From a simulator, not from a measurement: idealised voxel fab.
Process module, titled voxel air gaps
Cross-section cut spans 275 nm and uses square cells 5 nm in size.
Each cross-section below is a grid of square cells, stated as bands in top-down order, with one or more rows of cells making up each band. Basically the band line says how high the top is and how high the bottom is, in nm, and then what's in it from left to right, every material with its width in nm. Empty space shows up as "air", and if a single material carries "full width" it runs the full band edge to edge. The reference from which all heights are counted is 0, the level beneath which the as-received wafer is entirely one material; the lowest band, having no lower bound, proceeds downward and is written after the example "from 0 down". Read "30..40" as a graded width: first number on top, second number at the bottom, same change between each pair of neighbouring rows. Given "remained the same" for a step, no cell of the cross-section differs between before and after that step. You'll see "Closed voids list" listing empty spaces that have no way open to the top, as long as they're 8 cells or more; the notation is width x height at distance, where the distance is from the left edge, and all of it is in nm. Anything after a step's settings on that line? It's the simulator's own note about the step. overlay nm: how far to the right of its planned place the mask lay on this masked step (negative: to the left).

Intended process steps
1) RECEIVE (material Si)
2) CONFORMAL_DEP (material SiO2; thk nm 10)
3) CONFORMAL_DEP (material SiCN; thk nm 5)
4) DIRECTIONAL_DEP (material SiO2; thk nm 35)
5) PATTERN (tone open; mask id LINES; material resist; width nm 15; pitch nm 50; thk nm 20; overlay nm 0)
6) DIRECTIONAL_ETCH (etch materials SiO2; depth nm 35)
7) STRIP (etch materials resist)
8) CONFORMAL_DEP (material TiN; thk nm 5)
9) FILL_DEP (material Cu; thk nm 10)
10) CMP (height nm 50)
11) EPI (material Ru; thk nm 10)
12) SELECTIVE_ETCH (etch materials SiO2; depth nm 45)
13) CONFORMAL_DEP (material SiCN; thk nm 5)
The wafers are alike at the start. At step 5, their width nm differs. The plan lists the first wafer's value.

The first of several wafers in cross-section, exactly as it reached us after step 1
  from 0 down = Si full width
  Closed voids list: none

Last step of the module is step 13; after it, the first of several wafers in cross-section
  from 65 to 60 = air=65  SiCN=45  air=5  SiCN=45  air=5  SiCN=45  air=65
  from 60 to 50 = air=65  SiCN=5  Ru=35  SiCN=5  air=5  SiCN=5  Ru=35  SiCN=5  air=5  SiCN=5  Ru=35  SiCN=5  air=65
  from 50 to 45 = air=65  SiCN=15  TiN=5  Cu=5  TiN=5  SiCN=15  air=5  SiCN=15  TiN=5  Cu=5  TiN=5  SiCN=15  air=5  SiCN=15  TiN=5  Cu=5  TiN=5  SiCN=15  air=65
  from 45 to 20 = air=75  SiCN=5  TiN=5  Cu=5  TiN=5  SiCN=5  air=25  SiCN=5  TiN=5  Cu=5  TiN=5  SiCN=5  air=25  SiCN=5  TiN=5  Cu=5  TiN=5  SiCN=5  air=75
  from 20 to 15 = SiCN=80  TiN=15  SiCN=35  TiN=15  SiCN=35  TiN=15  SiCN=80
  from 15 to 10 = SiCN full width
  from 10 to 0 = SiO2 full width
  from 0 down = Si full width
  Closed voids list: none

A cross-section through the last wafer at the close of the module
  from 65 to 60 = air=55  SiCN=165  air=55
  from 60 to 50 = air=55  SiCN=5  Ru=155  SiCN=5  air=55
  from 50 to 45 = air=55  SiCN=15  TiN=5  Cu=25  TiN=5  SiO2=15  TiN=5  Cu=25  TiN=5  SiO2=15  TiN=5  Cu=25  TiN=5  SiCN=15  air=55
  from 45 to 20 = air=65  SiCN=5  TiN=5  Cu=25  TiN=5  SiO2=15  TiN=5  Cu=25  TiN=5  SiO2=15  TiN=5  Cu=25  TiN=5  SiCN=5  air=65
  from 20 to 15 = SiCN=70  TiN=35  SiO2=15  TiN=35  SiO2=15  TiN=35  SiCN=70
  from 15 to 10 = SiCN full width
  from 10 to 0 = SiO2 full width
  from 0 down = Si full width
  Closed voids list: none

Table: wafers, a row each; end-of-module cell change per material since receipt, gain (+), loss (-); then closed voids
width nm 15, +18 Cu, +42 Ru, +188 SiCN, +110 SiO2, +45 TiN, Closed voids list: none
width nm 20, +36 Cu, +48 Ru, +188 SiCN, +110 SiO2, +48 TiN, Closed voids list: 20 x 25 at 100; 20 x 25 at 150
width nm 25, +54 Cu, +54 Ru, +180 SiCN, +110 SiO2, +51 TiN, Closed voids list: 15 x 25 at 105; 15 x 25 at 155
width nm 30, +72 Cu, +60 Ru, +136 SiCN, +166 SiO2, +54 TiN, Closed voids list: none
width nm 35, +90 Cu, +62 Ru, +136 SiCN, +152 SiO2, +57 TiN, Closed voids list: none
